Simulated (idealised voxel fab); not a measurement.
Herein follows the process module entitled voxel ribs on slabs.
cross-section cut | 175 nm wide | cells 5 nm
Heads up, the way a cross-section reads in here is a grid of square cells, handed over as bands from the top down, with every band being one or more rows of cells.
The band entry comprises the height of the band's top followed by the height of its bottom, expressed in nm, and subsequently the band's materials from left to right, each stated together with its width in nm. Where a single material is marked with the word "edge to edge", that material fills the band from edge to edge. The word "blank" represents empty space.
Basically, 0 is our baseline, since under it the wafer straight out of the box is all one material. The bottom band has no lower end and keeps on going down, so it looks like "0 down".
A width given as "30..40" starts at the first number in the band's top row and ends at the second number in its bottom row, shifting by an equal amount at every step from row to row.
Where a step carries "no modification", the cross-section came out of it unchanged, cell for cell.
"Closed-off voids": empty spaces of 8 cells or more with no open way to the top, each given as width x height at distance, distance from the left edge, all in nm.
Where a step's line continues beyond its settings, the continuation is a remark by the simulator itself on that step.
The setting "overlay nm" may be written on the line of a step. When the step uses a mask, the value reports how far to the right of the planned place the mask lay, and a negative value reports that it lay to the left.

## Planned process steps
| 1 | RECEIVE (material Si) |
| 2 | DIRECTIONAL_DEP (material SiO2; thk nm 30) |
| 3 | DIRECTIONAL_DEP (material SiN; thk nm 15) |
| 4 | DIRECTIONAL_DEP (material aC; thk nm 15) |
| 5 | PATTERN (tone cover; mask id RIB; material resist; width nm 15; thk nm 35; overlay nm 0) |
| 6 | DIRECTIONAL_ETCH (etch materials aC; depth nm 15) |
| 7 | STRIP (etch materials resist) |
| 8 | DIRECTIONAL_ETCH (etch materials SiN; depth nm 5) |
| 9 | STRIP (etch materials aC) |
| 10 | DIRECTIONAL_DEP (material aC; thk nm 15) |
| 11 | PATTERN (tone cover; mask id SLAB; material resist; width nm 45; thk nm 35; overlay nm 0) |
| 12 | DIRECTIONAL_ETCH (etch materials aC; depth nm 15) |
| 13 | STRIP (etch materials resist) |
| 14 | DIRECTIONAL_ETCH (etch materials SiN; depth nm 10) |
| 15 | STRIP (etch materials aC) |
| 16 | FILL_DEP (material SiO2; thk nm 20) |
| 17 | CMP (height nm 55) |
| 18 | DIRECTIONAL_DEP (material W; thk nm 10) |
| 19 | DIRECTIONAL_DEP (material aC; thk nm 10) |
| 20 | PATTERN (tone cover; mask id HEATER; material resist; width nm 25; thk nm 30; overlay nm 0) |
| 21 | DIRECTIONAL_ETCH (etch materials aC; depth nm 10) |
| 22 | STRIP (etch materials resist) |
| 23 | DIRECTIONAL_ETCH (etch materials W; depth nm 10) |
| 24 | STRIP (etch materials aC) |
| 25 | CONFORMAL_DEP (material SiN; thk nm 10) |

## as received, after step 1
0 down  Si edge to edge
Closed-off voids: none

## Cross-sectional image of the first of two wafers at the end of the module, the run having proceeded as planned
75 to 65  65 of blank, 45 of SiN, 65 of blank
65 to 55  75 of SiN, 25 of W, 75 of SiN
55 to 45  SiO2 edge to edge
45 to 40  80 of SiO2, 15 of SiN, 80 of SiO2
40 to 30  65 of SiO2, 45 of SiN, 65 of SiO2
30 to 0  SiO2 edge to edge
0 down  Si edge to edge
Closed-off voids: none

## Cross-section, second wafer: same start as the first, same plan as the first, one mistake in running it; taken at the end of the module
65 to 55  75 of blank, 25 of W, 75 of blank
55 to 45  SiO2 edge to edge
45 to 40  80 of SiO2, 15 of SiN, 80 of SiO2
40 to 30  65 of SiO2, 45 of SiN, 65 of SiO2
30 to 0  SiO2 edge to edge
0 down  Si edge to edge
Closed-off voids: none
Processing error: no execution of plan step 25; skipped
at the end the second wafer has, in cells: SiN -78
